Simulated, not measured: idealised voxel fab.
Process module in this document: voxel capacitor over wiring
285 nm wide, 5 nm square cells: that's cross-section cut.
A cross-section is written here as square cells arranged in a grid, and it is given in bands from the top down, each band taking up one or more rows of cells.
A band entry consists of two parts. The first gives the height of the band's top and the height of its bottom, in nm. The rest lists the band's materials from left to right, each with its width in nm. A single material labelled with the word "full width" fills the band from edge to edge, and the word "air" marks empty space.
Basically, 0 is our baseline, since under it the wafer straight out of the box is all one material. The bottom band has no lower end and keeps on going down, so it looks like "0 down".
So if you see something like "30 to 40" for the width, read it as the top row of the band sitting at the first number and the bottom row at the second, with every row in between moving by the same amount as the last.
Basically "nothing different" means that step didn't change any cell in the cross-section.
This entry, "Closed cavities", enumerates those empty regions of no fewer than 8 cells that possess no open connection to the top. Each region is reported in the form width x height at distance, the distance being taken from the left edge, with all three quantities expressed in nm.
Whatever follows a step's settings on its line is a remark the simulator itself makes about that step.
overlay nm: for a step with a mask, the amount by which the mask lay right of where it was planned; a negative amount means left of it.

These are the steps we planned for the process:
1. RECEIVE | material Si
2. CONFORMAL_DEP | material SiO2 | thk nm 15
3. CONFORMAL_DEP | material SiN | thk nm 5
4. DIRECTIONAL_DEP | material SiO2 | thk nm 20
5. MASKED_ETCH | tone open | mask id METAL_1 | width nm 25 | pitch nm 80 | etch materials SiO2 | depth nm 20 | overlay nm 0
6. MASKED_ETCH | tone open | mask id METAL_1 | width nm 25 | pitch nm 80 | etch materials SiN | depth nm 5 | overlay nm 0
7. CONFORMAL_DEP | material TiN | thk nm 5
8. FILL_DEP | material W | thk nm 5
9. CMP | height nm 40
10. CONFORMAL_DEP | material SiCN | thk nm 5
11. DIRECTIONAL_DEP | material SiO2 | thk nm 20
12. PATTERN | tone open | mask id PLUG_1 | material resist | width nm 15 | thk nm 20 | overlay nm 0
13. DIRECTIONAL_ETCH | etch materials SiO2 | depth nm 20
14. DIRECTIONAL_ETCH | etch materials SiCN | depth nm 5
15. STRIP | etch materials resist
16. CONFORMAL_DEP | material TiN | thk nm 5
17. FILL_DEP | material Ru | thk nm 10
18. CMP | height nm 65
19. DIRECTIONAL_DEP | material TiN | thk nm 5
20. DIRECTIONAL_DEP | material HfO2 | thk nm 5
21. DIRECTIONAL_DEP | material TiN | thk nm 5
22. DIRECTIONAL_DEP | material aC | thk nm 15
23. PATTERN | tone cover | mask id UPPER_PLATE | material resist | width nm 60 | thk nm 35 | overlay nm 0
24. DIRECTIONAL_ETCH | etch materials aC | depth nm 15
25. STRIP | etch materials resist
26. DIRECTIONAL_ETCH | etch materials TiN | depth nm 5
27. DIRECTIONAL_ETCH | etch materials HfO2 | depth nm 5
28. STRIP | etch materials aC
29. DIRECTIONAL_DEP | material aC | thk nm 15
30. PATTERN | tone cover | mask id LOWER_PLATE | material resist | width nm 70 | thk nm 30 | overlay nm 0
31. DIRECTIONAL_ETCH | etch materials aC | depth nm 15
32. STRIP | etch materials resist
33. DIRECTIONAL_ETCH | etch materials TiN | depth nm 5
34. STRIP | etch materials aC
35. FILL_DEP | material SiO2 | thk nm 20
36. CMP | height nm 95
37. PATTERN | tone open | mask id PLUG_2 | material resist | width nm 15 | thk nm 20 | overlay nm 0
38. DIRECTIONAL_ETCH | etch materials SiO2 | depth nm 15
39. STRIP | etch materials resist
40. CONFORMAL_DEP | material TiN | thk nm 5
41. FILL_DEP | material Cu | thk nm 10
42. CMP | height nm 95
43. CONFORMAL_DEP | material SiN | thk nm 5

First wafer out of two, processed as planned:

So this is the incoming wafer in cross-section - it's already been through step 1:
    0 down  Si full width
    Closed cavities: none

Cross-section: wafer state after step 2:
    15 to 0  SiO2 full width
    Whatever lies below 0 is exactly as it was before.

Cross-section: wafer state after step 3:
    20 to 15  SiN full width
    Whatever lies below 15 is exactly as it was before.

Cross-section: wafer state after step 4:
    40 to 20  SiO2 full width
    Whatever lies below 20 is exactly as it was before.

Cross-section: wafer state after step 5:
    40 to 20  SiO2 90  air 25  SiO2 55  air 25  SiO2 90
    Whatever lies below 20 is exactly as it was before.

Cross-section: wafer state after step 6:
    40 to 20  SiO2 90  air 25  SiO2 55  air 25  SiO2 90
    20 to 15  SiN 90  air 25  SiN 55  air 25  SiN 90
    Whatever lies below 15 is exactly as it was before.

Cross-section: wafer state after step 7:
    45 to 40  TiN 95  air 15  TiN 65  air 15  TiN 95
    40 to 20  SiO2 90  TiN 5  air 15  TiN 5  SiO2 55  TiN 5  air 15  TiN 5  SiO2 90
    20 to 15  SiN 90  TiN 25  SiN 55  TiN 25  SiN 90
    Whatever lies below 15 is exactly as it was before.

Cross-section: wafer state after step 8:
    50 to 45  W full width
    45 to 40  TiN 95  W 15  TiN 65  W 15  TiN 95
    40 to 20  SiO2 90  TiN 5  W 15  TiN 5  SiO2 55  TiN 5  W 15  TiN 5  SiO2 90
    Whatever lies below 20 is exactly as it was before.

Cross-section: wafer state after step 9:
    40 to 20  SiO2 90  TiN 5  W 15  TiN 5  SiO2 55  TiN 5  W 15  TiN 5  SiO2 90
    Whatever lies below 20 is exactly as it was before.

Cross-section: wafer state after step 10:
    45 to 40  SiCN full width
    Whatever lies below 40 is exactly as it was before.

Cross-section: wafer state after step 11:
    65 to 45  SiO2 full width
    Whatever lies below 45 is exactly as it was before.

Cross-section: wafer state after step 12:
    85 to 65  resist 100  air 15  resist 170
    Whatever lies below 65 is exactly as it was before.

Cross-section: wafer state after step 13:
    85 to 65  resist 100  air 15  resist 170
    65 to 45  SiO2 100  air 15  SiO2 170
    Whatever lies below 45 is exactly as it was before.

Cross-section: wafer state after step 14:
    85 to 65  resist 100  air 15  resist 170
    65 to 45  SiO2 100  air 15  SiO2 170
    45 to 40  SiCN 100  air 15  SiCN 170
    Whatever lies below 40 is exactly as it was before.

Cross-section: wafer state after step 15:
    65 to 45  SiO2 100  air 15  SiO2 170
    Whatever lies below 45 is exactly as it was before.

Cross-section: wafer state after step 16:
    70 to 65  TiN 105  air 5  TiN 175
    65 to 45  SiO2 100  TiN 5  air 5  TiN 5  SiO2 170
    45 to 40  SiCN 100  TiN 15  SiCN 170
    Whatever lies below 40 is exactly as it was before.

Cross-section: wafer state after step 17:
    80 to 70  Ru full width
    70 to 65  TiN 105  Ru 5  TiN 175
    65 to 45  SiO2 100  TiN 5  Ru 5  TiN 5  SiO2 170
    Whatever lies below 45 is exactly as it was before.

Cross-section: wafer state after step 18:
    65 to 45  SiO2 100  TiN 5  Ru 5  TiN 5  SiO2 170
    Whatever lies below 45 is exactly as it was before.

Cross-section: wafer state after step 19:
    70 to 65  TiN full width
    Whatever lies below 65 is exactly as it was before.

Cross-section: wafer state after step 20:
    75 to 70  HfO2 full width
    Whatever lies below 70 is exactly as it was before.

Cross-section: wafer state after step 21:
    80 to 75  TiN full width
    Whatever lies below 75 is exactly as it was before.

Cross-section: wafer state after step 22:
    95 to 80  aC full width
    Whatever lies below 80 is exactly as it was before.

Cross-section: wafer state after step 23:
    130 to 95  air 100  resist 60  air 125
    Whatever lies below 95 is exactly as it was before.

Cross-section: wafer state after step 24:
    115 to 95  air 100  resist 60  air 125
    95 to 80  air 100  aC 60  air 125
    Whatever lies below 80 is exactly as it was before.

Cross-section: wafer state after step 25:
    95 to 80  air 100  aC 60  air 125
    Whatever lies below 80 is exactly as it was before.

Cross-section: wafer state after step 26:
    95 to 80  air 100  aC 60  air 125
    80 to 75  air 100  TiN 60  air 125
    Whatever lies below 75 is exactly as it was before.

Cross-section: wafer state after step 27:
    95 to 80  air 100  aC 60  air 125
    80 to 75  air 100  TiN 60  air 125
    75 to 70  air 100  HfO2 60  air 125
    Whatever lies below 70 is exactly as it was before.

Cross-section: wafer state after step 28:
    80 to 75  air 100  TiN 60  air 125
    Whatever lies below 75 is exactly as it was before.

Cross-section: wafer state after step 29:
    95 to 85  air 100  aC 60  air 125
    85 to 80  aC full width
    80 to 75  aC 100  TiN 60  aC 125
    75 to 70  aC 100  HfO2 60  aC 125
    Whatever lies below 70 is exactly as it was before.

Cross-section: wafer state after step 30:
    125 to 95  air 95  resist 70  air 120
    95 to 85  air 95  resist 5  aC 60  resist 5  air 120
    Whatever lies below 85 is exactly as it was before.

Cross-section: wafer state after step 31:
    110 to 95  air 95  resist 70  air 120
    95 to 85  air 95  resist 5  aC 60  resist 5  air 120
    85 to 80  air 95  aC 70  air 120
    80 to 75  air 95  aC 5  TiN 60  aC 5  air 120
    75 to 70  air 95  aC 5  HfO2 60  aC 5  air 120
    Whatever lies below 70 is exactly as it was before.

Cross-section: wafer state after step 32:
    95 to 85  air 100  aC 60  air 125
    Whatever lies below 85 is exactly as it was before.

Cross-section: wafer state after step 33:
    95 to 85  air 100  aC 60  air 125
    85 to 80  air 95  aC 70  air 120
    80 to 75  air 95  aC 5  TiN 60  aC 5  air 120
    75 to 70  air 95  aC 5  HfO2 60  aC 5  air 120
    70 to 65  air 95  TiN 70  air 120
    Whatever lies below 65 is exactly as it was before.

Cross-section: wafer state after step 34:
    80 to 75  air 100  TiN 60  air 125
    75 to 70  air 100  HfO2 60  air 125
    Whatever lies below 70 is exactly as it was before.

Cross-section: wafer state after step 35:
    100 to 80  SiO2 full width
    80 to 75  SiO2 100  TiN 60  SiO2 125
    75 to 70  SiO2 100  HfO2 60  SiO2 125
    70 to 65  SiO2 95  TiN 70  SiO2 120
    Whatever lies below 65 is exactly as it was before.

Cross-section: wafer state after step 36:
    95 to 80  SiO2 full width
    Whatever lies below 80 is exactly as it was before.

Cross-section: wafer state after step 37:
    115 to 95  resist 110  air 15  resist 160
    Whatever lies below 95 is exactly as it was before.

Cross-section: wafer state after step 38:
    115 to 95  resist 110  air 15  resist 160
    95 to 80  SiO2 110  air 15  SiO2 160
    Whatever lies below 80 is exactly as it was before.

Cross-section: wafer state after step 39:
    95 to 80  SiO2 110  air 15  SiO2 160
    Whatever lies below 80 is exactly as it was before.

Cross-section: wafer state after step 40:
    100 to 95  TiN 115  air 5  TiN 165
    95 to 85  SiO2 110  TiN 5  air 5  TiN 5  SiO2 160
    85 to 75  SiO2 110 to 100  TiN 15 to 60  SiO2 160 to 125
    Whatever lies below 75 is exactly as it was before.

Cross-section: wafer state after step 41:
    110 to 100  Cu full width
    100 to 95  TiN 115  Cu 5  TiN 165
    95 to 85  SiO2 110  TiN 5  Cu 5  TiN 5  SiO2 160
    Whatever lies below 85 is exactly as it was before.

Cross-section: wafer state after step 42:
    95 to 85  SiO2 110  TiN 5  Cu 5  TiN 5  SiO2 160
    Whatever lies below 85 is exactly as it was before.

Cross-section: wafer state after step 43:
    100 to 95  SiN full width
    Whatever lies below 95 is exactly as it was before.

It is to be noted that the second wafer proceeded from the same initial state and according to the same plan as the first, although one mistake was committed in its execution; through step 19, inclusive, the two wafers share an identical history:

X-section, second wafer, when step 20 was due to finish:
    75 to 70  SiN full width
    Whatever lies below 70 is exactly as it was before.

X-section, second wafer, when step 21 was due to finish:
    80 to 75  TiN full width
    Whatever lies below 75 is exactly as it was before.

X-section, second wafer, when step 22 was due to finish:
    95 to 80  aC full width
    Whatever lies below 80 is exactly as it was before.

X-section, second wafer, when step 23 was due to finish:
    130 to 95  air 100  resist 60  air 125
    Whatever lies below 95 is exactly as it was before.

X-section, second wafer, when step 24 was due to finish:
    115 to 95  air 100  resist 60  air 125
    95 to 80  air 100  aC 60  air 125
    Whatever lies below 80 is exactly as it was before.

X-section, second wafer, when step 25 was due to finish:
    95 to 80  air 100  aC 60  air 125
    Whatever lies below 80 is exactly as it was before.

X-section, second wafer, when step 26 was due to finish:
    95 to 80  air 100  aC 60  air 125
    80 to 75  air 100  TiN 60  air 125
    Whatever lies below 75 is exactly as it was before.

X-section, second wafer, when step 27 was due to finish: nothing different

X-section, second wafer, when step 28 was due to finish:
    80 to 75  air 100  TiN 60  air 125
    Whatever lies below 75 is exactly as it was before.

X-section, second wafer, when step 29 was due to finish:
    95 to 90  air 100  aC 60  air 125
    90 to 80  aC full width
    80 to 75  aC 100  TiN 60  aC 125
    Whatever lies below 75 is exactly as it was before.

X-section, second wafer, when step 30 was due to finish:
    125 to 95  air 95  resist 70  air 120
    95 to 90  air 95  resist 5  aC 60  resist 5  air 120
    Whatever lies below 90 is exactly as it was before.

X-section, second wafer, when step 31 was due to finish:
    110 to 95  air 95  resist 70  air 120
    95 to 90  air 95  resist 5  aC 60  resist 5  air 120
    90 to 80  air 95  aC 70  air 120
    80 to 75  air 95  aC 5  TiN 60  aC 5  air 120
    Whatever lies below 75 is exactly as it was before.

X-section, second wafer, when step 32 was due to finish:
    95 to 90  air 100  aC 60  air 125
    Whatever lies below 90 is exactly as it was before.

X-section, second wafer, when step 33 was due to finish: nothing different

X-section, second wafer, when step 34 was due to finish:
    80 to 75  air 100  TiN 60  air 125
    Whatever lies below 75 is exactly as it was before.

X-section, second wafer, when step 35 was due to finish:
    100 to 80  SiO2 full width
    80 to 75  SiO2 100  TiN 60  SiO2 125
    Whatever lies below 75 is exactly as it was before.

X-section, second wafer, when step 36 was due to finish:
    95 to 80  SiO2 full width
    Whatever lies below 80 is exactly as it was before.

X-section, second wafer, when step 37 was due to finish:
    115 to 95  resist 110  air 15  resist 160
    Whatever lies below 95 is exactly as it was before.

X-section, second wafer, when step 38 was due to finish:
    115 to 95  resist 110  air 15  resist 160
    95 to 80  SiO2 110  air 15  SiO2 160
    Whatever lies below 80 is exactly as it was before.

X-section, second wafer, when step 39 was due to finish:
    95 to 80  SiO2 110  air 15  SiO2 160
    Whatever lies below 80 is exactly as it was before.

X-section, second wafer, when step 40 was due to finish:
    100 to 95  TiN 115  air 5  TiN 165
    95 to 85  SiO2 110  TiN 5  air 5  TiN 5  SiO2 160
    85 to 75  SiO2 110 to 100  TiN 15 to 60  SiO2 160 to 125
    Whatever lies below 75 is exactly as it was before.

X-section, second wafer, when step 41 was due to finish:
    110 to 100  Cu full width
    100 to 95  TiN 115  Cu 5  TiN 165
    95 to 85  SiO2 110  TiN 5  Cu 5  TiN 5  SiO2 160
    Whatever lies below 85 is exactly as it was before.

X-section, second wafer, when step 42 was due to finish:
    95 to 85  SiO2 110  TiN 5  Cu 5  TiN 5  SiO2 160
    Whatever lies below 85 is exactly as it was before.

X-section, second wafer, when step 43 was due to finish:
    100 to 95  SiN full width
    Whatever lies below 95 is exactly as it was before.
Want to know what went wrong? step 20 was processed under conditions differing from the plan, specifically as DIRECTIONAL_DEP | material SiN | thk nm 5
Bottom line after processing is that, in cells, the second wafer is up or down on some materials versus the first: 12 fewer of HfO2 | 57 more of SiN | 88 fewer of SiO2 | 43 more of TiN
